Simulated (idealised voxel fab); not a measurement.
The process module presented herein is designated voxel double patterning.
Section cut is 300 nm wide and gridded with 5 nm square cells.
Throughout this document, each cross-section is represented as a grid of square cells and is presented as a sequence of bands enumerated from the top downward, where a band comprises one or more rows of cells.
Read a band's entry like this: the first values are the height of its top and the height of its bottom in nm, and what follows is the sequence of materials from left to right, each with its width in nm. Note that "blank" is empty space, and that a single material marked "all across" reaches across the band from edge to edge.
It should be noted that heights are counted from 0, beneath which the wafer as supplied is of one material throughout, and that the lowest band possesses no lower boundary but continues downward, as written in "0..down".
Per-row width for "30->40": begins at first number (top row of band), ends at second number (bottom row), increment between rows held constant.
The designation "no alteration", where it is given for a processing step, indicates that no cell of the cross-section was altered in the course of that step.
"Closed cavity list": empty spaces of 8 cells or more with no open way to the top, each given as width x height at distance, distance from the left edge, all in nm.
Read whatever lies past the settings on a step's line as the simulator's own remark about the step.
overlay nm: mask right of planned place by this much (step with mask). Neg. = left.

**Planned step list for the process**
1,RECEIVE | material Si
2,CONFORMAL_DEP | material SiO2 | thk nm 10
3,DIRECTIONAL_DEP | material TiN | thk nm 5
4,DIRECTIONAL_DEP | material SiCN | thk nm 5
5,DIRECTIONAL_DEP | material aC | thk nm 10
6,PATTERN | tone open | mask id FIRST | material resist | width nm 15 | pitch nm 50 | thk nm 30 | overlay nm 0
7,DIRECTIONAL_ETCH | etch materials aC | depth nm 10
8,STRIP | etch materials resist
9,DIRECTIONAL_ETCH | etch materials SiCN | depth nm 5
10,STRIP | etch materials aC
11,MASKED_ETCH | tone open | mask id SECOND | width nm 15 | pitch nm 50 | etch materials SiCN | depth nm 5 | overlay nm 0
12,DIRECTIONAL_ETCH | etch materials TiN | depth nm 15
13,STRIP | etch materials SiCN
Be aware that, although all wafers share a common starting state, the thk nm at step 3 differs among them, and the plan displays the first wafer's value.

**First wafer of several, as received: cross-section after step 1**
    0..down | Si all across
    Closed cavity list: none

**Note: the following table is arranged by wafer, a row apiece. Each row reports the end-of-module state: per material, cells gained (+) or cells lost (-) compared with the wafer as received; closed voids follow**
thk nm 5 | +120 SiO2 | +45 TiN | Closed cavity list: none
thk nm 10 | +120 SiO2 | +90 TiN | Closed cavity list: none
thk nm 15 | +120 SiO2 | +135 TiN | Closed cavity list: none
thk nm 20 | +120 SiO2 | +195 TiN | Closed cavity list: none
thk nm 25 | +120 SiO2 | +255 TiN | Closed cavity list: none
thk nm 30 | +120 SiO2 | +315 TiN | Closed cavity list: none
